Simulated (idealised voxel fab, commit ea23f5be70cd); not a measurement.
This section sets out a process module, namely voxel self aligned contacts.
Cross-section cut spans 290 nm and uses square cells 5 nm in size.
How to read a cross-section here: the picture is a grid of square cells, written as bands going from the top down, and any band can span one or more rows of cells.
Look at the band entry: it leads with the top's height and the bottom's height in nm. Then it lists the materials left to right, with a width in nm for each. The word "everywhere" on a single material says that material fills the band edge to edge. The word "blank" is empty space.
Convention: height 0 is the level below which the wafer, as received, is all one material. The lowest band does not terminate at the bottom but continues downward, represented as "0 and below".
Think of "30..40" as a width that walks from the first number to the second as you go down the band, top row to bottom row, taking equal-sized steps from row to row.
When a step is marked "changes: none", none of the cells in the cross-section changed during that step.
Closed empty spaces (no open way to the top) of 8 cells or more are what "Enclosed void list" lists, each as width x height at distance from the left edge, nm for all three.
If you see something after the settings on a step's line, that's the simulator's own remark about that step.
overlay nm: for a step with a mask, the amount by which the mask lay right of where it was planned; a negative amount means left of it.
BELOW IS THE LIST OF PLANNED PROCESS STEPS
1) op RECEIVE | material Si
2) op OXIDIZE | depth nm 5
3) op DIRECTIONAL_DEP | material polySi | thk nm 20
4) op DIRECTIONAL_DEP | material SiN | thk nm 20
5) op DIRECTIONAL_DEP | material aC | thk nm 15
6) op PATTERN | tone cover | mask id GATE | material resist | width nm 30 | pitch nm 70 | thk nm 30 | overlay nm 0
7) op DIRECTIONAL_ETCH | etch materials aC | depth nm 15
8) op STRIP | etch materials resist
9) op DIRECTIONAL_ETCH | etch materials SiN | depth nm 20
10) op DIRECTIONAL_ETCH | etch materials polySi | depth nm 20
11) op STRIP | etch materials aC
12) op CONFORMAL_DEP | material SiN | thk nm 10
13) op DIRECTIONAL_ETCH | etch materials SiN | depth nm 10
14) op FILL_DEP | material SiO2 | thk nm 20
15) op CMP | height nm 50
16) op DIRECTIONAL_DEP | material aC | thk nm 15
17) op PATTERN | tone open | mask id CONTACT | material resist | width nm 50 | thk nm 30 | overlay nm 0
18) op DIRECTIONAL_ETCH | etch materials aC | depth nm 15
19) op STRIP | etch materials resist
20) op DIRECTIONAL_ETCH | etch materials SiO2 | depth nm 55
21) op STRIP | etch materials aC
22) op CONFORMAL_DEP | material TiN | thk nm 5
23) op FILL_DEP | material Ru | thk nm 10
24) op CMP | height nm 50
25) op CONFORMAL_DEP | material SiN | thk nm 5
OF TWO WAFERS, THE FIRST: RUN ACCORDING TO PLAN
HERE'S WHAT THE WAFER LOOKED LIKE IN CROSS-SECTION WHEN IT ARRIVED - THAT'S AFTER STEP 1
> 0 and below | Si everywhere
> Enclosed void list: none
CROSS-SECTION: WAFER STATE AFTER STEP 2
> 0 down to -5 | SiO2 everywhere
> Below -5, no change.
CROSS-SECTION: WAFER STATE AFTER STEP 3
> 20 down to 0 | polySi everywhere
> Below 0, no change.
CROSS-SECTION: WAFER STATE AFTER STEP 4
> 40 down to 20 | SiN everywhere
> Below 20, no change.
CROSS-SECTION: WAFER STATE AFTER STEP 5
> 55 down to 40 | aC everywhere
> Below 40, no change.
CROSS-SECTION: WAFER STATE AFTER STEP 6
> 85 down to 55 | blank 95 | resist 30 | blank 40 | resist 30 | blank 95
> Below 55, no change.
CROSS-SECTION: WAFER STATE AFTER STEP 7
> 70 down to 55 | blank 95 | resist 30 | blank 40 | resist 30 | blank 95
> 55 down to 40 | blank 95 | aC 30 | blank 40 | aC 30 | blank 95
> Below 40, no change.
CROSS-SECTION: WAFER STATE AFTER STEP 8
> 55 down to 40 | blank 95 | aC 30 | blank 40 | aC 30 | blank 95
> Below 40, no change.
CROSS-SECTION: WAFER STATE AFTER STEP 9
> 55 down to 40 | blank 95 | aC 30 | blank 40 | aC 30 | blank 95
> 40 down to 20 | blank 95 | SiN 30 | blank 40 | SiN 30 | blank 95
> Below 20, no change.
CROSS-SECTION: WAFER STATE AFTER STEP 10
> 55 down to 40 | blank 95 | aC 30 | blank 40 | aC 30 | blank 95
> 40 down to 20 | blank 95 | SiN 30 | blank 40 | SiN 30 | blank 95
> 20 down to 0 | blank 95 | polySi 30 | blank 40 | polySi 30 | blank 95
> Below 0, no change.
CROSS-SECTION: WAFER STATE AFTER STEP 11
> 40 down to 20 | blank 95 | SiN 30 | blank 40 | SiN 30 | blank 95
> Below 20, no change.
CROSS-SECTION: WAFER STATE AFTER STEP 12
> 50 down to 20 | blank 85 | SiN 50 | blank 20 | SiN 50 | blank 85
> 20 down to 10 | blank 85 | SiN 10 | polySi 30 | SiN 10 | blank 20 | SiN 10 | polySi 30 | SiN 10 | blank 85
> 10 down to 0 | SiN 95 | polySi 30 | SiN 40 | polySi 30 | SiN 95
> Below 0, no change.
CROSS-SECTION: WAFER STATE AFTER STEP 13
> 40 down to 20 | blank 85 | SiN 50 | blank 20 | SiN 50 | blank 85
> 20 down to 0 | blank 85 | SiN 10 | polySi 30 | SiN 10 | blank 20 | SiN 10 | polySi 30 | SiN 10 | blank 85
> Below 0, no change.
CROSS-SECTION: WAFER STATE AFTER STEP 14
> 60 down to 40 | SiO2 everywhere
> 40 down to 20 | SiO2 85 | SiN 50 | SiO2 20 | SiN 50 | SiO2 85
> 20 down to 0 | SiO2 85 | SiN 10 | polySi 30 | SiN 10 | SiO2 20 | SiN 10 | polySi 30 | SiN 10 | SiO2 85
> Below 0, no change.
CROSS-SECTION: WAFER STATE AFTER STEP 15
> 50 down to 40 | SiO2 everywhere
> Below 40, no change.
CROSS-SECTION: WAFER STATE AFTER STEP 16
> 65 down to 50 | aC everywhere
> Below 50, no change.
CROSS-SECTION: WAFER STATE AFTER STEP 17
> 95 down to 65 | resist 120 | blank 50 | resist 120
> Below 65, no change.
CROSS-SECTION: WAFER STATE AFTER STEP 18
> 80 down to 65 | resist 120 | blank 50 | resist 120
> 65 down to 50 | aC 120 | blank 50 | aC 120
> Below 50, no change.
CROSS-SECTION: WAFER STATE AFTER STEP 19
> 65 down to 50 | aC 120 | blank 50 | aC 120
> Below 50, no change.
CROSS-SECTION: WAFER STATE AFTER STEP 20
> 65 down to 50 | aC 120 | blank 50 | aC 120
> 50 down to 40 | SiO2 120 | blank 50 | SiO2 120
> 40 down to 20 | SiO2 85 | SiN 50 | blank 20 | SiN 50 | SiO2 85
> 20 down to 0 | SiO2 85 | SiN 10 | polySi 30 | SiN 10 | blank 20 | SiN 10 | polySi 30 | SiN 10 | SiO2 85
> 0 down to -5 | SiO2 135 | blank 20 | SiO2 135
> Below -5, no change.
CROSS-SECTION: WAFER STATE AFTER STEP 21
> 50 down to 40 | SiO2 120 | blank 50 | SiO2 120
> Below 40, no change.
CROSS-SECTION: WAFER STATE AFTER STEP 22
> 55 down to 50 | TiN 125 | blank 40 | TiN 125
> 50 down to 40 | SiO2 120 | TiN 5..20 | blank 40..10 | TiN 5..20 | SiO2 120
> 40 down to 20 | SiO2 85 | SiN 50 | TiN 5 | blank 10 | TiN 5 | SiN 50 | SiO2 85
> 20 down to 0 | SiO2 85 | SiN 10 | polySi 30 | SiN 10 | TiN 5 | blank 10 | TiN 5 | SiN 10 | polySi 30 | SiN 10 | SiO2 85
> 0 down to -5 | SiO2 135 | TiN 20 | SiO2 135
> Below -5, no change.
CROSS-SECTION: WAFER STATE AFTER STEP 23
> 65 down to 55 | Ru everywhere
> 55 down to 50 | TiN 125 | Ru 40 | TiN 125
> 50 down to 40 | SiO2 120 | TiN 5..20 | Ru 40..10 | TiN 5..20 | SiO2 120
> 40 down to 20 | SiO2 85 | SiN 50 | TiN 5 | Ru 10 | TiN 5 | SiN 50 | SiO2 85
> 20 down to 0 | SiO2 85 | SiN 10 | polySi 30 | SiN 10 | TiN 5 | Ru 10 | TiN 5 | SiN 10 | polySi 30 | SiN 10 | SiO2 85
> Below 0, no change.
CROSS-SECTION: WAFER STATE AFTER STEP 24
> 50 down to 40 | SiO2 120 | TiN 5..20 | Ru 40..10 | TiN 5..20 | SiO2 120
> Below 40, no change.
CROSS-SECTION: WAFER STATE AFTER STEP 25
> 55 down to 50 | SiN everywhere
> Below 50, no change.
IT IS TO BE NOTED THAT THE SECOND WAFER PROCEEDED FROM THE SAME INITIAL STATE AND ACCORDING TO THE SAME PLAN AS THE FIRST, ALTHOUGH ONE MISTAKE WAS COMMITTED IN ITS EXECUTION; THROUGH STEP 11, INCLUSIVE, THE TWO WAFERS SHARE AN IDENTICAL HISTORY
THE SECOND WAFER IN CROSS-SECTION, AT THE PLANNED CLOSE OF STEP 12
> 30 down to 20 | blank 95 | SiN 30 | blank 40 | SiN 30 | blank 95
> Below 20, no change.
THE SECOND WAFER IN CROSS-SECTION, AT THE PLANNED CLOSE OF STEP 13
> 40 down to 20 | blank 85 | SiN 50 | blank 20 | SiN 50 | blank 85
> 20 down to 10 | blank 85 | SiN 10 | polySi 30 | SiN 10 | blank 20 | SiN 10 | polySi 30 | SiN 10 | blank 85
> 10 down to 0 | SiN 95 | polySi 30 | SiN 40 | polySi 30 | SiN 95
> Below 0, no change.
THE SECOND WAFER IN CROSS-SECTION, AT THE PLANNED CLOSE OF STEP 14
> 60 down to 40 | SiO2 everywhere
> 40 down to 20 | SiO2 85 | SiN 50 | SiO2 20 | SiN 50 | SiO2 85
> 20 down to 10 | SiO2 85 | SiN 10 | polySi 30 | SiN 10 | SiO2 20 | SiN 10 | polySi 30 | SiN 10 | SiO2 85
> Below 10, no change.
THE SECOND WAFER IN CROSS-SECTION, AT THE PLANNED CLOSE OF STEP 15
> 50 down to 40 | SiO2 everywhere
> Below 40, no change.
THE SECOND WAFER IN CROSS-SECTION, AT THE PLANNED CLOSE OF STEP 16
> 65 down to 50 | aC everywhere
> Below 50, no change.
THE SECOND WAFER IN CROSS-SECTION, AT THE PLANNED CLOSE OF STEP 17
> 95 down to 65 | resist 120 | blank 50 | resist 120
> Below 65, no change.
THE SECOND WAFER IN CROSS-SECTION, AT THE PLANNED CLOSE OF STEP 18
> 80 down to 65 | resist 120 | blank 50 | resist 120
> 65 down to 50 | aC 120 | blank 50 | aC 120
> Below 50, no change.
THE SECOND WAFER IN CROSS-SECTION, AT THE PLANNED CLOSE OF STEP 19
> 65 down to 50 | aC 120 | blank 50 | aC 120
> Below 50, no change.
THE SECOND WAFER IN CROSS-SECTION, AT THE PLANNED CLOSE OF STEP 20
> 65 down to 50 | aC 120 | blank 50 | aC 120
> 50 down to 40 | SiO2 120 | blank 50 | SiO2 120
> 40 down to 20 | SiO2 85 | SiN 50 | blank 20 | SiN 50 | SiO2 85
> 20 down to 10 | SiO2 85 | SiN 10 | polySi 30 | SiN 10 | blank 20 | SiN 10 | polySi 30 | SiN 10 | SiO2 85
> Below 10, no change.
THE SECOND WAFER IN CROSS-SECTION, AT THE PLANNED CLOSE OF STEP 21
> 50 down to 40 | SiO2 120 | blank 50 | SiO2 120
> Below 40, no change.
THE SECOND WAFER IN CROSS-SECTION, AT THE PLANNED CLOSE OF STEP 22
> 55 down to 50 | TiN 125 | blank 40 | TiN 125
> 50 down to 40 | SiO2 120 | TiN 5..20 | blank 40..10 | TiN 5..20 | SiO2 120
> 40 down to 20 | SiO2 85 | SiN 50 | TiN 5 | blank 10 | TiN 5 | SiN 50 | SiO2 85
> 20 down to 15 | SiO2 85 | SiN 10 | polySi 30 | SiN 10 | TiN 5 | blank 10 | TiN 5 | SiN 10 | polySi 30 | SiN 10 | SiO2 85
> 15 down to 10 | SiO2 85 | SiN 10 | polySi 30 | SiN 10 | TiN 20 | SiN 10 | polySi 30 | SiN 10 | SiO2 85
> Below 10, no change.
THE SECOND WAFER IN CROSS-SECTION, AT THE PLANNED CLOSE OF STEP 23
> 65 down to 55 | Ru everywhere
> 55 down to 50 | TiN 125 | Ru 40 | TiN 125
> 50 down to 40 | SiO2 120 | TiN 5..20 | Ru 40..10 | TiN 5..20 | SiO2 120
> 40 down to 20 | SiO2 85 | SiN 50 | TiN 5 | Ru 10 | TiN 5 | SiN 50 | SiO2 85
> 20 down to 15 | SiO2 85 | SiN 10 | polySi 30 | SiN 10 | TiN 5 | Ru 10 | TiN 5 | SiN 10 | polySi 30 | SiN 10 | SiO2 85
> Below 15, no change.
THE SECOND WAFER IN CROSS-SECTION, AT THE PLANNED CLOSE OF STEP 24
> 50 down to 40 | SiO2 120 | TiN 5..20 | Ru 40..10 | TiN 5..20 | SiO2 120
> Below 40, no change.
THE SECOND WAFER IN CROSS-SECTION, AT THE PLANNED CLOSE OF STEP 25
> 55 down to 50 | SiN everywhere
> Below 50, no change.
Nonconformance to the process plan: steps 12 and 13 swapped
The closing comparison, in cells, has the second wafer with more or fewer of some materials than the first: Ru -6 | SiN +76 | SiO2 -64 | TiN -6
